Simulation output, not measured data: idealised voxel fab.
process module | voxel fin reveal
cross-section cut | 250 nm wide | cells 5 nm
A cross-section is a grid of square cells, given in bands from the top down. A band is one or more rows of cells.
Each band's line starts with the height of the band's top and of its bottom, in nm. Then come its materials from left to right, each with its width in nm. One material with "throughout" fills the band from edge to edge. "air" is empty space.
Height 0 is the level under which the wafer as received is all one material. The lowest band goes on downwards, as in "0 down".
A width such as "30 to 40" changes by the same amount from each row of cells to the next, from the band's top row to its bottom row.
"no change" after a step means that no cell of the cross-section changed.
closed voids: empty space of 8 cells or more with no open way to the top, each as width x height at its distance from the left edge, in nm
after a step's settings: what the simulator itself notes on the step
overlay nm, on a step with a mask: how far to the right of its planned place the mask lay; to the left if negative
plan
1 op RECEIVE | material Si
2 op CONFORMAL_DEP | material SiN | thk nm 5
3 op DIRECTIONAL_DEP | material aC | thk nm 15
4 op PATTERN | tone cover | mask id FINS | material resist | width nm 15 | pitch nm 35 | thk nm 35 | overlay nm 0
5 op DIRECTIONAL_ETCH | etch materials aC | depth nm 15
6 op STRIP | etch materials resist
7 op DIRECTIONAL_ETCH | etch materials SiN | depth nm 5
8 op DIRECTIONAL_ETCH | etch materials Si | depth nm 30
9 op STRIP | etch materials aC
10 op OXIDIZE | depth nm 5
11 op FILL_DEP | material SiO2 | thk nm 15
12 op CMP | height nm 5
13 op SELECTIVE_ETCH | etch materials SiO2 | depth nm 15
14 op STRIP | etch materials SiN
as received, after step 1
  0 down: Si throughout
  closed voids: none
a wafer at the end: this start, this plan, one mistake
  0 to -10: air 70 | Si 10 | air 25 | Si 10 | air 25 | Si 10 | air 25 | Si 10 | air 65
  -10 to -35: SiO2 70 | Si 10 | SiO2 25 | Si 10 | SiO2 25 | Si 10 | SiO2 25 | Si 10 | SiO2 65
  -35 down: Si throughout
  closed voids: none
what went wrong: step 4 ran as: op PATTERN | tone cover | mask id FINS | material resist | width nm 20 | pitch nm 35 | thk nm 35 | overlay nm 0
